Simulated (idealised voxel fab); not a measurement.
Process module in this document: voxel tone inversion
This is section cut - it's 180 nm across, gridded in 5 nm square cells.
Just so we're on the same page, the cross-sections are grids of square cells, and they're listed out in bands top to bottom, each band one or more rows deep. In this notation a band is specified by the heights of its top and bottom, in that order and in nm, after which its materials appear from left to right, each paired with its width in nm. The word "everywhere" attached to a single material means that material fills the band from edge to edge; the word "empty" stands for empty space. Where do heights start? At 0: under that level the wafer as delivered is made of one material only. And the lowest band has no floor; it just carries on downward, as in "0 nm and below". Read "30 to 40" as a graded width: first number on top, second number at the bottom, same change between each pair of neighbouring rows. Reading "no modifications" for a step: not a cell of the cross-section changed in it. Under "Closed cavity list" you'll find the enclosed gaps, the ones with no way out to the top, that are 8 cells or bigger; each reads width x height at distance, with distance counted from the left edge, everything in nm. The remark found on a step's line after its settings is issued by the simulator itself and pertains to that step. You can add "overlay nm" to a step's line. For a step with a mask, it describes how far the mask lay to the right of its planned position, and a negative number describes a lay to the left.
Plan
1: RECEIVE | material Si
2: CONFORMAL_DEP | material SiN | thk nm 5
3: DIRECTIONAL_DEP | material aC | thk nm 15
4: PATTERN | tone cover | mask id POSTS | material resist | width nm 20 | pitch nm 35 | thk nm 25 | overlay nm 0
5: DIRECTIONAL_ETCH | etch materials aC | depth nm 15
6: STRIP | etch materials resist
7: FILL_DEP | material SiO2 | thk nm 5
8: CMP | height nm 20
9: STRIP | etch materials aC
What follows covers the first of two wafers; it ran as planned
Delivered wafer in cross-section: state after step 1
    0 nm and below: Si everywhere
    Closed cavity list: none
Wafer xsec, post step 2
    5 nm to 0 nm: SiN everywhere
    Heights below 0 show no change.
Wafer xsec, post step 3
    20 nm to 5 nm: aC everywhere
    Heights below 5 show no change.
Wafer xsec, post step 4
    45 nm to 20 nm: empty (45) / resist (20) / empty (15) / resist (20) / empty (15) / resist (20) / empty (45)
    Heights below 20 show no change.
Wafer xsec, post step 5
    30 nm to 20 nm: empty (45) / resist (20) / empty (15) / resist (20) / empty (15) / resist (20) / empty (45)
    20 nm to 5 nm: empty (45) / aC (20) / empty (15) / aC (20) / empty (15) / aC (20) / empty (45)
    Heights below 5 show no change.
Wafer xsec, post step 6
    20 nm to 5 nm: empty (45) / aC (20) / empty (15) / aC (20) / empty (15) / aC (20) / empty (45)
    Heights below 5 show no change.
Wafer xsec, post step 7
    25 nm to 20 nm: SiO2 everywhere
    20 nm to 5 nm: SiO2 (45) / aC (20) / SiO2 (15) / aC (20) / SiO2 (15) / aC (20) / SiO2 (45)
    Heights below 5 show no change.
Wafer xsec, post step 8
    20 nm to 5 nm: SiO2 (45) / aC (20) / SiO2 (15) / aC (20) / SiO2 (15) / aC (20) / SiO2 (45)
    Heights below 5 show no change.
Wafer xsec, post step 9
    20 nm to 5 nm: SiO2 (45) / empty (20) / SiO2 (15) / empty (20) / SiO2 (15) / empty (20) / SiO2 (45)
    Heights below 5 show no change.
The Second Wafer: Common Origin and Plan, One Mistake in Execution, Identical to the First Through Step 7
The second wafer cut through, at the time step 8 was supposed to be finished
    15 nm to 5 nm: SiO2 (45) / aC (20) / SiO2 (15) / aC (20) / SiO2 (15) / aC (20) / SiO2 (45)
    Heights below 5 show no change.
The second wafer cut through, at the time step 9 was supposed to be finished
    15 nm to 5 nm: SiO2 (45) / empty (20) / SiO2 (15) / empty (20) / SiO2 (15) / empty (20) / SiO2 (45)
    Heights below 5 show no change.
So what did we get wrong on this run? step 8 did not use the planned setting and instead ran as CMP | height nm 15
Heads up, by the end the second wafer has more or fewer cells of some materials compared to the first: SiO2: 24 fewer
